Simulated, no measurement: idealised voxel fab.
process module | voxel air gaps
cross-section cut | 205 nm wide | cells 5 nm
A cross-section is a grid of square cells, given in bands from the top down. A band is one or more rows of cells.
Each band's line starts with the height of the band's top and of its bottom, in nm. Then come its materials from left to right, each with its width in nm. One material with "throughout" fills the band from edge to edge. "air" is empty space.
Height 0 is the level under which the wafer as received is all one material. The lowest band goes on downwards, as in "0 down".
A width such as "30 to 40" changes by the same amount from each row of cells to the next, from the band's top row to its bottom row.
"no change" after a step means that no cell of the cross-section changed.
closed voids: empty space of 8 cells or more with no open way to the top, each as width x height at its distance from the left edge, in nm
after a step's settings: what the simulator itself notes on the step
overlay nm, on a step with a mask: how far to the right of its planned place the mask lay; to the left if negative
plan
1 op RECEIVE | material Si
2 op CONFORMAL_DEP | material SiO2 | thk nm 10
3 op CONFORMAL_DEP | material SiN | thk nm 5
4 op DIRECTIONAL_DEP | material SiO2 | thk nm 40
5 op PATTERN | tone open | mask id LINES | material resist | width nm 15 | pitch nm 40 | thk nm 20 | overlay nm 0
6 op DIRECTIONAL_ETCH | etch materials SiO2 | depth nm 40
7 op STRIP | etch materials resist
8 op CONFORMAL_DEP | material TiN | thk nm 5
9 op FILL_DEP | material Cu | thk nm 5
10 op CMP | height nm 55
11 op EPI | material Ru | thk nm 10
12 op SELECTIVE_ETCH | etch materials SiO2 | depth nm 50
13 op CONFORMAL_DEP | material SiN | thk nm 5
as received, after step 1
  0 down: Si throughout
  closed voids: none
first wafer at the end, as planned
  70 to 65: air 40 | SiN 125 | air 40
  65 to 55: air 40 | SiN 5 | Ru 35 | SiN 5 | Ru 35 | SiN 5 | Ru 35 | SiN 5 | air 40
  55 to 50: air 40 | SiN 15 | TiN 5 | Cu 5 | TiN 5 | SiN 25 | TiN 5 | Cu 5 | TiN 5 | SiN 25 | TiN 5 | Cu 5 | TiN 5 | SiN 15 | air 40
  50 to 20: air 50 | SiN 5 | TiN 5 | Cu 5 | TiN 5 | SiN 5 | air 15 | SiN 5 | TiN 5 | Cu 5 | TiN 5 | SiN 5 | air 15 | SiN 5 | TiN 5 | Cu 5 | TiN 5 | SiN 5 | air 50
  20 to 15: SiN 55 | TiN 15 | SiN 25 | TiN 15 | SiN 25 | TiN 15 | SiN 55
  15 to 10: SiN throughout
  10 to 0: SiO2 throughout
  0 down: Si throughout
  closed voids: 15 x 30 at 75; 15 x 30 at 115
second wafer at the end: like start, like plan, one mistake
  80 to 75: air 30 | SiN 145 | air 30
  75 to 55: air 30 | SiN 5 | Ru 135 | SiN 5 | air 30
  55 to 50: air 30 | SiN 25 | TiN 5 | Cu 5 | TiN 5 | SiO2 25 | TiN 5 | Cu 5 | TiN 5 | SiO2 25 | TiN 5 | Cu 5 | TiN 5 | SiN 25 | air 30
  50 to 20: air 50 | SiN 5 | TiN 5 | Cu 5 | TiN 5 | SiO2 25 | TiN 5 | Cu 5 | TiN 5 | SiO2 25 | TiN 5 | Cu 5 | TiN 5 | SiN 5 | air 50
  20 to 15: SiN 55 | TiN 15 | SiO2 25 | TiN 15 | SiO2 25 | TiN 15 | SiN 55
  15 to 10: SiN throughout
  10 to 0: SiO2 throughout
  0 down: Si throughout
  closed voids: none
what went wrong: step 11 was run twice
at the end the second wafer has, in cells: 66 more of Ru | 36 fewer of SiN | 80 more of SiO2
closed voids at the end (first wafer, second wafer): 2, 0
